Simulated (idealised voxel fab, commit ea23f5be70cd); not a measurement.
You're looking at the process module voxel transistor to metal.
Section cut is 150 nm wide and gridded with 5 nm square cells.
The cross-sections in this document take the form of a grid made of square cells. They are written out as bands, in order from top to bottom. Each band consists of one or more rows of cells. Per band: top height and bottom height in nm, followed by the left-to-right materials and their widths in nm; "throughout" marks a single material spanning edge to edge, "blank" marks empty space. Heights are reckoned from 0. Under this level, the received wafer is all of one material. The bottommost band is open-ended downward, for example "0 nm and below". Note: "30->40" means the width goes from the first number (top row of the band) to the second number (bottom row) in equal steps per row of cells. Step note "no modifications" = no cross-section cell changed. The list in "Closed cavities" covers empty spaces of 8 cells or more that cannot reach the top through any open way, and it gives each as width x height at distance; the distance is from the left edge, and width, height and distance are in nm. Text after the settings on a step's line: the simulator's own remark on that step. overlay nm: right-of-plan distance of the mask on a masked step; negative values mean left-of-plan.

This section lists the process steps that were planned:
1) op RECEIVE | material Si
2) op OXIDIZE | depth nm 5
3) op CONFORMAL_DEP | material SiN | thk nm 10
4) op PATTERN | tone cover | mask id ACTIVE | material resist | width nm 120 | thk nm 15 | overlay nm 0
5) op DIRECTIONAL_ETCH | etch materials SiN | depth nm 10
6) op DIRECTIONAL_ETCH | etch materials SiO2 | depth nm 5
7) op DIRECTIONAL_ETCH | etch materials Si | depth nm 35
8) op STRIP | etch materials resist
9) op FILL_DEP | material SiO2 | thk nm 10
10) op CMP | height nm 10
11) op SELECTIVE_ETCH | etch materials SiO2 | depth nm 10
12) op STRIP | etch materials SiN
13) op SELECTIVE_ETCH | etch materials SiO2 | depth nm 5
14) op OXIDIZE | depth nm 5
15) op DIRECTIONAL_DEP | material polySi | thk nm 20
16) op DIRECTIONAL_DEP | material SiCN | thk nm 15
17) op MASKED_ETCH | tone cover | mask id GATE | width nm 30 | etch materials SiCN | depth nm 25 | overlay nm 0
18) op MASKED_ETCH | tone cover | mask id GATE | width nm 30 | etch materials polySi | depth nm 30 | overlay nm 0
19) op CONFORMAL_DEP | material SiO2 | thk nm 5
20) op DIRECTIONAL_ETCH | etch materials SiO2 | depth nm 5
21) op CONFORMAL_DEP | material SiN | thk nm 10
22) op DIRECTIONAL_ETCH | etch materials SiN | depth nm 10
23) op DIRECTIONAL_ETCH | etch materials SiO2 | depth nm 5
24) op DIRECTIONAL_ETCH | etch materials Si | depth nm 5
25) op EPI | material nSi | thk nm 5
26) op FILL_DEP | material SiO2 | thk nm 5
27) op CMP | height nm 15
28) op STRIP | etch materials polySi
29) op SELECTIVE_ETCH | etch materials SiO2 | depth nm 5
30) op CONFORMAL_DEP | material HfO2 | thk nm 5
31) op CONFORMAL_DEP | material TiN | thk nm 5
32) op FILL_DEP | material W | thk nm 5
33) op CMP | height nm 10
34) op DIRECTIONAL_DEP | material SiO2 | thk nm 15
35) op PATTERN | tone open | mask id CONTACT | material resist | width nm 20 | pitch nm 90 | thk nm 15 | overlay nm 0
36) op DIRECTIONAL_ETCH | etch materials SiO2 | depth nm 35
37) op STRIP | etch materials resist
38) op CONFORMAL_DEP | material TiN | thk nm 5
39) op FILL_DEP | material W | thk nm 10
40) op CMP | height nm 25
41) op CONFORMAL_DEP | material SiCN | thk nm 5
42) op DIRECTIONAL_DEP | material lowk | thk nm 25
43) op MASKED_ETCH | tone open | mask id METAL_1 | width nm 20 | pitch nm 90 | etch materials lowk | depth nm 25 | overlay nm 0
44) op MASKED_ETCH | tone open | mask id METAL_1 | width nm 20 | pitch nm 90 | etch materials SiCN | depth nm 5 | overlay nm 0
45) op CONFORMAL_DEP | material TiN | thk nm 5
46) op FILL_DEP | material Cu | thk nm 10
47) op CMP | height nm 55
48) op CONFORMAL_DEP | material SiCN | thk nm 5
49) op DIRECTIONAL_DEP | material lowk | thk nm 25
50) op DIRECTIONAL_DEP | material aC | thk nm 10
51) op PATTERN | tone open | mask id METAL_2 | material resist | width nm 20 | pitch nm 90 | thk nm 30 | overlay nm 0
52) op DIRECTIONAL_ETCH | etch materials aC | depth nm 10
53) op STRIP | etch materials resist
54) op DIRECTIONAL_ETCH | etch materials lowk | depth nm 15
55) op STRIP | etch materials aC
56) op DIRECTIONAL_DEP | material aC | thk nm 15
57) op PATTERN | tone open | mask id METAL_2_HOLES | material resist | width nm 15 | pitch nm 90 | thk nm 30 | overlay nm 0
58) op DIRECTIONAL_ETCH | etch materials aC | depth nm 15
59) op STRIP | etch materials resist
60) op DIRECTIONAL_ETCH | etch materials lowk | depth nm 10
61) op DIRECTIONAL_ETCH | etch materials SiCN | depth nm 5
62) op STRIP | etch materials aC
63) op CONFORMAL_DEP | material TiN | thk nm 5
64) op FILL_DEP | material Ru | thk nm 10
65) op CMP | height nm 85
66) op CONFORMAL_DEP | material SiN | thk nm 5

Cross-sectional view of the wafer in its as-received condition, corresponding to the state after step 1:
- 0 nm and below: Si throughout
- Closed cavities: none

End-of-module cross-section. Starting structure and process plan as above; one mistake made in running it:
- 90 nm to 85 nm: SiN throughout
- 85 nm to 75 nm: lowk (20), TiN (5), Ru (10), TiN (5), lowk (70), TiN (5), Ru (10), TiN (5), lowk (20)
- 75 nm to 70 nm: lowk (20), TiN (5), Ru (5), TiN (10), lowk (70), TiN (5), Ru (5), TiN (10), lowk (20)
- 70 nm to 60 nm: lowk (20), TiN (5), Ru (5), TiN (5), lowk (75), TiN (5), Ru (5), TiN (5), lowk (25)
- 60 nm to 55 nm: SiCN (20), TiN (15), SiCN (75), TiN (15), SiCN (25)
- 55 nm to 30 nm: lowk (20), TiN (5), Cu (10), TiN (5), lowk (70), TiN (5), Cu (10), TiN (5), lowk (20)
- 30 nm to 25 nm: SiCN (20), TiN (20), SiCN (70), TiN (20), SiCN (20)
- 25 nm to 10 nm: SiO2 (20), TiN (5), W (10), TiN (5), SiO2 (70), TiN (5), W (10), TiN (5), SiO2 (20)
- 10 nm to 0 nm: SiO2 (20), TiN (5), W (10), TiN (5), SiO2 (5), SiN (10), HfO2 (5), TiN (5), W (20), TiN (5), HfO2 (5), SiN (10), SiO2 (5), TiN (5), W (10), TiN (5), SiO2 (20)
- 0 nm to -5 nm: SiO2 (20), TiN (5), W (10), TiN (5), SiO2 (5), SiN (10), HfO2 (5), TiN (30), HfO2 (5), SiN (10), SiO2 (5), TiN (5), W (10), TiN (5), SiO2 (20)
- -5 nm to -10 nm: SiO2 (20), TiN (20), nSi (5), SiO2 (10), HfO2 (40), SiO2 (10), nSi (5), TiN (20), SiO2 (20)
- -10 nm to -15 nm: SiO2 (15), nSi (30), Si (60), nSi (30), SiO2 (15)
- -15 nm to -75 nm: SiO2 (15), Si (120), SiO2 (15)
- -75 nm and below: Si throughout
- Closed cavities: none
The mistake made against the process plan was this: step 7 in the plan was executed twice
